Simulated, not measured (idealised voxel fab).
You're looking at the process module voxel double patterning.
Xsec cut, 235 nm wide, square cell size 5 nm.
This document writes a cross-section as a grid whose cells are square, and gives it as bands, listed from the top down; one or more rows of cells form a band. It is stipulated that each band's entry specify, in nanometres, the height of the top of the band and then that of its bottom, followed by the materials of the band in left-to-right sequence, each together with its width in nanometres. A single material marked by the word "all across" is understood to fill the band from edge to edge; the word "blank" is understood to denote empty space. Beneath 0, the wafer as received is one material, and that level is where height counting begins. The lowest band goes on downward without a bottom; it is written like "0 down". The two numbers in a width such as "30->40" mark its ends across the band: the first belongs to the top row of cells, the second to the bottom row, and from each row to the next the width moves by the same amount. Where a step carries "no modifications", the cross-section came out of it unchanged, cell for cell. Empty spaces counting at least 8 cells and having no open way to the top are listed in "Listed closed voids". The notation width x height at distance is used for each, the distance being from the left edge and all three values in nm. Step line, after settings: the simulator's comment on this step. The setting "overlay nm" may be written on the line of a step. When the step uses a mask, the value reports how far to the right of the planned place the mask lay, and a negative value reports that it lay to the left.

### Process steps foreseen in the plan
1. RECEIVE with material Si
2. CONFORMAL_DEP with material SiO2, thk nm 5
3. DIRECTIONAL_DEP with material W, thk nm 15
4. DIRECTIONAL_DEP with material SiCN, thk nm 10
5. PATTERN with tone open, mask id FIRST, material resist, width nm 15, pitch nm 50, thk nm 20, overlay nm 0
6. DIRECTIONAL_ETCH with etch materials SiCN, depth nm 10
7. STRIP with etch materials resist
8. MASKED_ETCH with tone open, mask id SECOND, width nm 15, pitch nm 50, etch materials SiCN, depth nm 10, overlay nm 0
9. DIRECTIONAL_ETCH with etch materials W, depth nm 15
10. STRIP with etch materials SiCN

### So this is the incoming wafer in cross-section - it's already been through step 1
	0 down: Si all across
	Listed closed voids: none

### Wafer cross-section at end of module: start and plan as shown above, one execution error
	35 to 20: W 60 nm | blank 15 nm | W 10 nm | blank 15 nm | W 10 nm | blank 15 nm | W 10 nm | blank 15 nm | W 10 nm | blank 15 nm | W 60 nm
	20 to 5: W all across
	5 to 0: SiO2 all across
	0 down: Si all across
	Listed closed voids: none
Want to know what went wrong? step 3 was run twice
